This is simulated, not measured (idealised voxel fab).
process module | voxel wiring stack
Shown is cross-section cut, with a width of 165 nm and square cells of size 5 nm.
Heads up, the way a cross-section reads in here is a grid of square cells, handed over as bands from the top down, with every band being one or more rows of cells.
Per band: top height and bottom height in nm, followed by the left-to-right materials and their widths in nm; "edge to edge" marks a single material spanning edge to edge, "air" marks empty space.
It should be noted that heights are counted from 0, beneath which the wafer as supplied is of one material throughout, and that the lowest band possesses no lower boundary but continues downward, as written in "from 0 down".
The two numbers in a width such as "30 to 40" mark its ends across the band: the first belongs to the top row of cells, the second to the bottom row, and from each row to the next the width moves by the same amount.
Basically "everything unchanged" means that step didn't change any cell in the cross-section.
Empty spaces without an open route to the top, at least 8 cells in extent, make up the entry "Enclosed internal cavities"; each is given as width x height at distance, where the distance is measured from the left edge, and all are in nm.
Past the settings on a step's line: simulator remark, on that step.
"overlay nm", when on a step's line for a step with a mask, measures how far to the right of its planned place the mask lay; a negative measure means to the left.
[These are the steps we planned for the process]
1. RECEIVE | material Si
2. CONFORMAL_DEP | material SiO2 | thk nm 15
3. DIRECTIONAL_DEP | material TiN | thk nm 5
4. DIRECTIONAL_DEP | material W | thk nm 15
5. PATTERN | tone cover | mask id METAL_1 | material resist | width nm 30 | pitch nm 50 | thk nm 15 | overlay nm 0
6. DIRECTIONAL_ETCH | etch materials W | depth nm 15
7. DIRECTIONAL_ETCH | etch materials TiN | depth nm 5
8. STRIP | etch materials resist
9. FILL_DEP | material lowk | thk nm 5
10. CMP | height nm 35
11. CONFORMAL_DEP | material SiCN | thk nm 5
12. DIRECTIONAL_DEP | material SiO2 | thk nm 25
13. MASKED_ETCH | tone open | mask id METAL_2_HOLES | width nm 15 | pitch nm 50 | etch materials SiO2 | depth nm 25 | overlay nm 0
14. PATTERN | tone open | mask id METAL_2 | material resist | width nm 30 | pitch nm 50 | thk nm 15 | overlay nm 0
15. DIRECTIONAL_ETCH | etch materials SiO2 | depth nm 15
16. DIRECTIONAL_ETCH | etch materials SiCN | depth nm 5
17. STRIP | etch materials resist
18. CONFORMAL_DEP | material TiN | thk nm 5
19. FILL_DEP | material Cu | thk nm 5
20. CMP | height nm 65
21. CONFORMAL_DEP | material SiCN | thk nm 5
22. DIRECTIONAL_DEP | material lowk | thk nm 20
23. PATTERN | tone open | mask id PLUG_2 | material resist | width nm 15 | pitch nm 50 | thk nm 15 | overlay nm 0
24. DIRECTIONAL_ETCH | etch materials lowk | depth nm 20
25. DIRECTIONAL_ETCH | etch materials SiCN | depth nm 5
26. STRIP | etch materials resist
27. EPI | material Ru | thk nm 10
28. EPI | material Ru | thk nm 10
29. EPI | material Ru | thk nm 5
30. DIRECTIONAL_DEP | material TiN | thk nm 5
31. DIRECTIONAL_DEP | material Ru | thk nm 20
32. MASKED_ETCH | tone cover | mask id METAL_3 | width nm 30 | pitch nm 50 | etch materials Ru | depth nm 20 | overlay nm 0
33. MASKED_ETCH | tone cover | mask id METAL_3 | width nm 30 | pitch nm 50 | etch materials TiN | depth nm 5 | overlay nm 0
34. FILL_DEP | material SiO2 | thk nm 5
35. CMP | height nm 115
36. CONFORMAL_DEP | material SiCN | thk nm 5
[Incoming wafer in cross-section (state: after step 1)]
from 0 down | Si edge to edge
Enclosed internal cavities: none
[Sectioned view, first of two wafers, at the close of the module, processed as intended in the plan]
from 120 to 115 | SiCN edge to edge
from 115 to 95 | 40 of SiO2, then 30 of Ru, then 20 of SiO2, then 30 of Ru, then 45 of SiO2
from 95 to 90 | 40 of SiO2, then 30 of TiN, then 20 of SiO2, then 30 of TiN, then 45 of SiO2
from 90 to 70 | 40 of lowk, then 15 of Ru, then 35 of lowk, then 15 of Ru, then 60 of lowk
from 70 to 65 | 40 of SiCN, then 15 of Ru, then 35 of SiCN, then 15 of Ru, then 60 of SiCN
from 65 to 55 | 40 of SiO2, then 5 of TiN, then 20 of Cu, then 5 of TiN, then 20 of SiO2, then 5 of TiN, then 20 of Cu, then 5 of TiN, then 45 of SiO2
from 55 to 50 | 40 of SiO2, then 5 of TiN, then 5 of Cu, then 20 of TiN, then 20 of SiO2, then 5 of TiN, then 5 of Cu, then 20 of TiN, then 45 of SiO2
from 50 to 40 | 40 of SiO2, then 5 of TiN, then 5 of Cu, then 5 of TiN, then 35 of SiO2, then 5 of TiN, then 5 of Cu, then 5 of TiN, then 60 of SiO2
from 40 to 35 | 40 of SiCN, then 15 of TiN, then 35 of SiCN, then 15 of TiN, then 60 of SiCN
from 35 to 20 | 40 of lowk, then 30 of W, then 20 of lowk, then 30 of W, then 45 of lowk
from 20 to 15 | 40 of lowk, then 30 of TiN, then 20 of lowk, then 30 of TiN, then 45 of lowk
from 15 to 0 | SiO2 edge to edge
from 0 down | Si edge to edge
Enclosed internal cavities: none
[Here is the second of the two wafers cut open at the end of the module - same start, same plan as the first one, but we made one mistake running it]
from 120 to 115 | SiCN edge to edge
from 115 to 105 | 40 of SiO2, then 30 of Ru, then 20 of SiO2, then 30 of Ru, then 45 of SiO2
from 105 to 100 | 40 of SiO2, then 25 of TiN, then 5 of Ru, then 20 of SiO2, then 25 of TiN, then 5 of Ru, then 45 of SiO2
from 100 to 95 | 30 of SiO2, then 40 of Ru, then 10 of SiO2, then 40 of Ru, then 45 of SiO2
from 95 to 90 | 30 of SiO2, then 35 of Ru, then 5 of TiN, then 10 of SiO2, then 35 of Ru, then 5 of TiN, then 45 of SiO2
from 90 to 70 | 40 of lowk, then 15 of Ru, then 35 of lowk, then 15 of Ru, then 60 of lowk
from 70 to 65 | 40 of SiCN, then 15 of Ru, then 35 of SiCN, then 15 of Ru, then 60 of SiCN
from 65 to 55 | 40 of SiO2, then 5 of TiN, then 20 of Cu, then 5 of TiN, then 20 of SiO2, then 5 of TiN, then 20 of Cu, then 5 of TiN, then 45 of SiO2
from 55 to 50 | 40 of SiO2, then 5 of TiN, then 5 of Cu, then 20 of TiN, then 20 of SiO2, then 5 of TiN, then 5 of Cu, then 20 of TiN, then 45 of SiO2
from 50 to 40 | 40 of SiO2, then 5 of TiN, then 5 of Cu, then 5 of TiN, then 35 of SiO2, then 5 of TiN, then 5 of Cu, then 5 of TiN, then 60 of SiO2
from 40 to 35 | 40 of SiCN, then 15 of TiN, then 35 of SiCN, then 15 of TiN, then 60 of SiCN
from 35 to 20 | 40 of lowk, then 30 of W, then 20 of lowk, then 30 of W, then 45 of lowk
from 20 to 15 | 40 of lowk, then 30 of TiN, then 20 of lowk, then 30 of TiN, then 45 of lowk
from 15 to 0 | SiO2 edge to edge
from 0 down | Si edge to edge
Enclosed internal cavities: none
Finding, execution versus plan: note: one of steps 27 and 28 (identical) was run twice; cannot identify which
It is noted that, at the conclusion of processing, the second wafer exhibits a higher or lower cell count for certain materials relative to the first: +8 Ru; -8 SiO2
